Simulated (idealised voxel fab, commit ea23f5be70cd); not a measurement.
Proc. module: voxel wiring stack
In the cross-section labelled cut, the width is 260 nm and each square cell is 5 nm.
Bands, listed from the top down, are how a cross-section gets written in this document; the cross-section itself is a grid of square cells, and a band is one or more rows of them. The band entry comprises the height of the band's top followed by the height of its bottom, expressed in nm, and subsequently the band's materials from left to right, each stated together with its width in nm. Where a single material is marked with the word "full width", that material fills the band from edge to edge. The word "empty" represents empty space. Height is counted from the level 0, under which the received wafer is composed throughout of one material. The lowest of the bands is not closed at the bottom but continues downward, in the notation "0 nm and below". A two-number width, for instance "30 to 40", indicates that the width is equal to the first number in the top row of the band and to the second number in the bottom row, and that it changes by a constant amount per row of cells. When a step is marked "nothing got changed", none of the cells in the cross-section changed during that step. "Sealed cavities" means: voids of 8 cells or more that are shut off from the top with no open way through. Written width x height at distance, distance from the left edge, in nm. It should be noted that, on the line of a given step, the content following the step's settings is a remark produced by the simulator itself with respect to that step. overlay nm: right-of-plan distance of the mask on a masked step; negative values mean left-of-plan.

-- Below is the list of planned process steps
1: RECEIVE (material Si)
2: CONFORMAL_DEP (material SiO2; thk nm 15)
3: CONFORMAL_DEP (material SiCN; thk nm 5)
4: DIRECTIONAL_DEP (material lowk; thk nm 20)
5: MASKED_ETCH (tone open; mask id METAL_1; width nm 25; pitch nm 50; etch materials lowk; depth nm 20; overlay nm 0)
6: MASKED_ETCH (tone open; mask id METAL_1; width nm 25; pitch nm 50; etch materials SiCN; depth nm 5; overlay nm 0)
7: CONFORMAL_DEP (material TiN; thk nm 5)
8: FILL_DEP (material Cu; thk nm 10)
9: CMP (height nm 40)
10: CONFORMAL_DEP (material SiCN; thk nm 5)
11: DIRECTIONAL_DEP (material lowk; thk nm 15)
12: MASKED_ETCH (tone open; mask id PLUG_1; width nm 15; pitch nm 100; etch materials lowk; depth nm 15; overlay nm 0)
13: MASKED_ETCH (tone open; mask id PLUG_1; width nm 15; pitch nm 100; etch materials SiCN; depth nm 5; overlay nm 0)
14: EPI (material Ru; thk nm 10)
15: EPI (material Ru; thk nm 10)
16: CONFORMAL_DEP (material SiCN; thk nm 5)
17: DIRECTIONAL_DEP (material SiO2; thk nm 25)
18: DIRECTIONAL_DEP (material aC; thk nm 15)
19: PATTERN (tone open; mask id METAL_2; material resist; width nm 25; pitch nm 50; thk nm 30; overlay nm 0)
20: DIRECTIONAL_ETCH (etch materials aC; depth nm 15)
21: STRIP (etch materials resist)
22: DIRECTIONAL_ETCH (etch materials SiO2; depth nm 25)
23: DIRECTIONAL_ETCH (etch materials SiCN; depth nm 5)
24: STRIP (etch materials aC)
25: CONFORMAL_DEP (material TiN; thk nm 5)
26: FILL_DEP (material Cu; thk nm 5)
27: CMP (height nm 90)
28: CONFORMAL_DEP (material SiCN; thk nm 5)
29: DIRECTIONAL_DEP (material SiO2; thk nm 15)
30: DIRECTIONAL_DEP (material aC; thk nm 15)
31: PATTERN (tone open; mask id PLUG_2; material resist; width nm 15; pitch nm 50; thk nm 30; overlay nm 0)
32: DIRECTIONAL_ETCH (etch materials aC; depth nm 15)
33: STRIP (etch materials resist)
34: DIRECTIONAL_ETCH (etch materials SiO2; depth nm 15)
35: DIRECTIONAL_ETCH (etch materials SiCN; depth nm 5)
36: STRIP (etch materials aC)
37: CONFORMAL_DEP (material TiN; thk nm 5)
38: FILL_DEP (material Cu; thk nm 10)
39: CMP (height nm 110)
40: DIRECTIONAL_DEP (material TiN; thk nm 5)
41: DIRECTIONAL_DEP (material Ru; thk nm 20)
42: PATTERN (tone cover; mask id METAL_3; material resist; width nm 25; pitch nm 50; thk nm 15; overlay nm 0)
43: DIRECTIONAL_ETCH (etch materials Ru; depth nm 20)
44: DIRECTIONAL_ETCH (etch materials TiN; depth nm 5)
45: STRIP (etch materials resist)
46: FILL_DEP (material lowk; thk nm 5)
47: CMP (height nm 135)
48: CONFORMAL_DEP (material SiCN; thk nm 5)
49: DIRECTIONAL_DEP (material lowk; thk nm 20)
50: MASKED_ETCH (tone open; mask id PLUG_3; width nm 15; pitch nm 50; etch materials lowk; depth nm 20; overlay nm 0)
51: MASKED_ETCH (tone open; mask id PLUG_3; width nm 15; pitch nm 50; etch materials SiCN; depth nm 5; overlay nm 0)
52: EPI (material Ru; thk nm 10)
53: EPI (material Ru; thk nm 10)
54: EPI (material Ru; thk nm 5)
55: CONFORMAL_DEP (material SiCN; thk nm 5)
56: DIRECTIONAL_DEP (material lowk; thk nm 15)
57: PATTERN (tone open; mask id METAL_4; material resist; width nm 25; pitch nm 50; thk nm 15; overlay nm 0)
58: DIRECTIONAL_ETCH (etch materials lowk; depth nm 15)
59: DIRECTIONAL_ETCH (etch materials SiCN; depth nm 5)
60: STRIP (etch materials resist)
61: CONFORMAL_DEP (material TiN; thk nm 5)
62: FILL_DEP (material Ru; thk nm 5)
63: CMP (height nm 180)
64: CONFORMAL_DEP (material SiCN; thk nm 5)

-- Cross-sectional view of the wafer in its as-received condition, corresponding to the state after step 1
- 0 nm and below | Si full width
- Sealed cavities: none

-- End-of-module cross-section. Starting structure and process plan as above; one mistake made in running it
- 185 nm to 180 nm | SiCN full width
- 180 nm to 165 nm | lowk 40  TiN 5  Ru 15  TiN 5  lowk 25  TiN 5  Ru 15  TiN 5  lowk 25  TiN 5  Ru 15  TiN 5  lowk 25  TiN 5  Ru 15  TiN 5  lowk 45
- 165 nm to 160 nm | SiCN 40  TiN 25  SiCN 25  TiN 25  SiCN 25  TiN 25  SiCN 25  TiN 25  SiCN 45
- 160 nm to 140 nm | lowk 40  Ru 15  lowk 35  Ru 15  lowk 35  Ru 15  lowk 35  Ru 15  lowk 55
- 140 nm to 135 nm | SiCN 40  Ru 15  SiCN 35  Ru 15  SiCN 35  Ru 15  SiCN 35  Ru 15  SiCN 55
- 135 nm to 115 nm | lowk 40  Ru 25  lowk 25  Ru 25  lowk 25  Ru 25  lowk 25  Ru 25  lowk 45
- 115 nm to 110 nm | lowk 40  TiN 25  lowk 25  TiN 25  lowk 25  TiN 25  lowk 25  TiN 25  lowk 45
- 110 nm to 95 nm | SiO2 40  TiN 5  Cu 5  TiN 5  SiO2 35  TiN 5  Cu 5  TiN 5  SiO2 35  TiN 5  Cu 5  TiN 5  SiO2 35  TiN 5  Cu 5  TiN 5  SiO2 55
- 95 nm to 90 nm | SiCN 40  TiN 15  SiCN 35  TiN 15  SiCN 35  TiN 15  SiCN 35  TiN 15  SiCN 55
- 90 nm to 85 nm | Cu 20  TiN 5  SiO2 15  TiN 5  Cu 15  TiN 5  SiO2 5  TiN 5  Cu 45  TiN 5  SiO2 15  TiN 5  Cu 15  TiN 5  SiO2 5  TiN 5  Cu 85
- 85 nm to 80 nm | TiN 25  SiO2 15  TiN 5  Cu 15  TiN 5  SiO2 5  TiN 25  Cu 15  TiN 15  SiO2 15  TiN 5  Cu 15  TiN 5  SiO2 5  TiN 25  Cu 15  TiN 50
- 80 nm to 65 nm | SiO2 40  TiN 5  Cu 15  TiN 5  SiO2 25  TiN 5  Cu 15  TiN 5  SiO2 25  TiN 5  Cu 15  TiN 5  SiO2 25  TiN 5  Cu 15  TiN 5  SiO2 45
- 65 nm to 60 nm | SiO2 25  SiCN 15  TiN 25  SiCN 5  SiO2 20  TiN 5  Cu 15  TiN 5  SiO2 10  SiCN 15  TiN 25  SiCN 5  SiO2 20  TiN 5  Cu 15  TiN 5  SiO2 45
- 60 nm to 55 nm | SiO2 25  SiCN 5  Ru 35  SiCN 5  SiO2 20  TiN 5  Cu 15  TiN 5  SiO2 10  SiCN 5  Ru 35  SiCN 5  SiO2 20  TiN 5  Cu 15  TiN 5  SiO2 45
- 55 nm to 50 nm | SiCN 30  Ru 35  SiCN 25  TiN 25  SiCN 15  Ru 35  SiCN 25  TiN 25  SiCN 45
- 50 nm to 45 nm | lowk 40  Ru 15  lowk 85  Ru 15  lowk 105
- 45 nm to 40 nm | SiCN 40  Ru 15  SiCN 85  Ru 15  SiCN 105
- 40 nm to 20 nm | lowk 40  TiN 5  Cu 15  TiN 5  lowk 25  TiN 5  Cu 15  TiN 5  lowk 25  TiN 5  Cu 15  TiN 5  lowk 25  TiN 5  Cu 15  TiN 5  lowk 45
- 20 nm to 15 nm | SiCN 40  TiN 25  SiCN 25  TiN 25  SiCN 25  TiN 25  SiCN 25  TiN 25  SiCN 45
- 15 nm to 0 nm | SiO2 full width
- 0 nm and below | Si full width
- Sealed cavities: none
Deviation noted in wafer processing: contrary to plan, step 11 was performed as DIRECTIONAL_DEP (material lowk; thk nm 5)
